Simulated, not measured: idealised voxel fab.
This is a process module. Its name is voxel ribs on slabs.
Square cells of 5 nm make up the cross-section cut, whose width is 150 nm.
Cross-sections here: square-cell grids, written as top-down lists of bands, a band being one or more rows of cells. First you get the band's top height and its bottom height, in nm, and then the materials it's made of, left to right, with each width in nm. If you see a single material with "everywhere", that one covers the band edge to edge. "blank" is empty space. Where do heights start? At 0: under that level the wafer as delivered is made of one material only. And the lowest band has no floor; it just carries on downward, as in "0 down". So if you see something like "30..40" for the width, read it as the top row of the band sitting at the first number and the bottom row at the second, with every row in between moving by the same amount as the last. Given "left unchanged" for a step, no cell of the cross-section differs between before and after that step. Listed in "Encapsulated voids": every empty space of 8 or more cells without an open way to the top. Form: width x height at distance, the distance being from the left edge, all in nm. On each step's line, the part that comes after the settings is the simulator's own comment on the step. Regarding "overlay nm": on a step with a mask, it is the distance the mask lay to the right of its planned place; a negative value places it to the left.
## The steps planned for the process are as follows
1. RECEIVE, material Si
2. DIRECTIONAL_DEP, material SiO2, thk nm 25
3. DIRECTIONAL_DEP, material polySi, thk nm 15
4. DIRECTIONAL_DEP, material aC, thk nm 10
5. PATTERN, tone cover, mask id RIB, material resist, width nm 25, thk nm 25, overlay nm 0
6. DIRECTIONAL_ETCH, etch materials aC, depth nm 10
7. STRIP, etch materials resist
8. DIRECTIONAL_ETCH, etch materials polySi, depth nm 10
9. STRIP, etch materials aC
10. PATTERN, tone cover, mask id SLAB, material resist, width nm 85, thk nm 20, overlay nm 0
11. DIRECTIONAL_ETCH, etch materials polySi, depth nm 5
12. STRIP, etch materials resist
13. FILL_DEP, material SiO2, thk nm 25
14. CMP, height nm 60
15. DIRECTIONAL_DEP, material W, thk nm 5
16. DIRECTIONAL_DEP, material aC, thk nm 15
17. PATTERN, tone cover, mask id HEATER, material resist, width nm 35, thk nm 30, overlay nm 0
18. DIRECTIONAL_ETCH, etch materials aC, depth nm 15
19. STRIP, etch materials resist
20. DIRECTIONAL_ETCH, etch materials W, depth nm 5
21. STRIP, etch materials aC
22. CONFORMAL_DEP, material SiO2, thk nm 5
## As-received state of the wafer in cross-section, equivalent to post-step 1
- 0 down  Si everywhere
- Encapsulated voids: none
## The cross-section shown corresponds to the wafer at the conclusion of the module. The initial structure and the process plan are those presented above; however, one mistake occurred in executing the plan
- 70 to 65  50 nm blank / 45 nm SiO2 / 55 nm blank
- 65 to 60  55 nm SiO2 / 35 nm W / 60 nm SiO2
- 60 to 55  SiO2 everywhere
- 55 to 45  60 nm SiO2 / 25 nm polySi / 65 nm SiO2
- 45 to 40  30 nm SiO2 / 85 nm polySi / 35 nm SiO2
- 40 to 25  polySi everywhere
- 25 to 0  SiO2 everywhere
- 0 down  Si everywhere
- Encapsulated voids: none
The mistake made against the process plan was this: step 3 of the plan was twice carried out
